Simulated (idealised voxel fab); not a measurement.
A process module follows: voxel lift off.
Cross-sectional view cut (width: 215 nm; square cell size: 5 nm).
Square cells in a grid make up a cross-section in this document, and the grid is given as bands, listed from the top down, each one or more rows of cells. Band: top height; bottom height; in nm. Then, left to right: material with width in nm, for each material. "edge to edge": a single material spanning edge to edge. "air": empty space. We count height from 0. Below that, the starting wafer is all one material. The lowest band never ends at the bottom but goes on down; see "top 0, no bottom" for how that is written. Think of "30 to 40" as a width that walks from the first number to the second as you go down the band, top row to bottom row, taking equal-sized steps from row to row. Take "remains unaltered" at face value: in the step it is given for, the cross-section changed in none of its cells. "Enclosed void catalog": sealed empty spaces, 8 cells or more, no open way to top, listed width x height at distance, with distance from the left edge and width, height and distance in nm. What comes after the settings on a step's line is commentary from the simulator itself on that step. The optional step-line setting "overlay nm" applies to steps with a mask and quantifies how far to the right of its planned location the mask lay, a negative value indicating leftward placement.

**Planned process steps**
step 1: RECEIVE, material Si
step 2: CONFORMAL_DEP, material SiO2, thk nm 5
step 3: PATTERN, tone open, mask id LINES, material resist, width nm 30, pitch nm 45, thk nm 25, overlay nm 0
step 4: DIRECTIONAL_DEP, material Ru, thk nm 10
step 5: STRIP, etch materials resist
step 6: CONFORMAL_DEP, material SiCN, thk nm 10

**As received (post step 1): cross-section**
    top 0, no bottom = Si edge to edge
    Enclosed void catalog: none

**First wafer of two, sectioned at end of module; run went per plan**
    top 25, bottom 15 = 15 of air | 185 of SiCN | 15 of air
    top 15, bottom 5 = 25 of SiCN | 30 of Ru | 15 of SiCN | 30 of Ru | 15 of SiCN | 30 of Ru | 15 of SiCN | 30 of Ru | 25 of SiCN
    top 5, bottom 0 = SiO2 edge to edge
    top 0, no bottom = Si edge to edge
    Enclosed void catalog: none

**Same start, same plan as the first wafer - but one mistake in the run. Cross-section of the second of the two at the end of the module**
    top 25, bottom 15 = 35 of SiCN | 10 of air | 35 of SiCN | 10 of air | 35 of SiCN | 10 of air | 35 of SiCN | 10 of air | 35 of SiCN
    top 15, bottom 5 = 25 of Ru | 30 of SiCN | 15 of Ru | 30 of SiCN | 15 of Ru | 30 of SiCN | 15 of Ru | 30 of SiCN | 25 of Ru
    top 5, bottom 0 = SiO2 edge to edge
    top 0, no bottom = Si edge to edge
    Enclosed void catalog: none
Here's what went sideways: the process deviated at step 3: the operation and settings actually run there were PATTERN, tone cover, mask id LINES, material resist, width nm 30, pitch nm 45, thk nm 25, overlay nm 0
At the finish, the second wafer shows more or fewer cells for some materials than the first does: Ru: 10 fewer; SiCN: 6 more
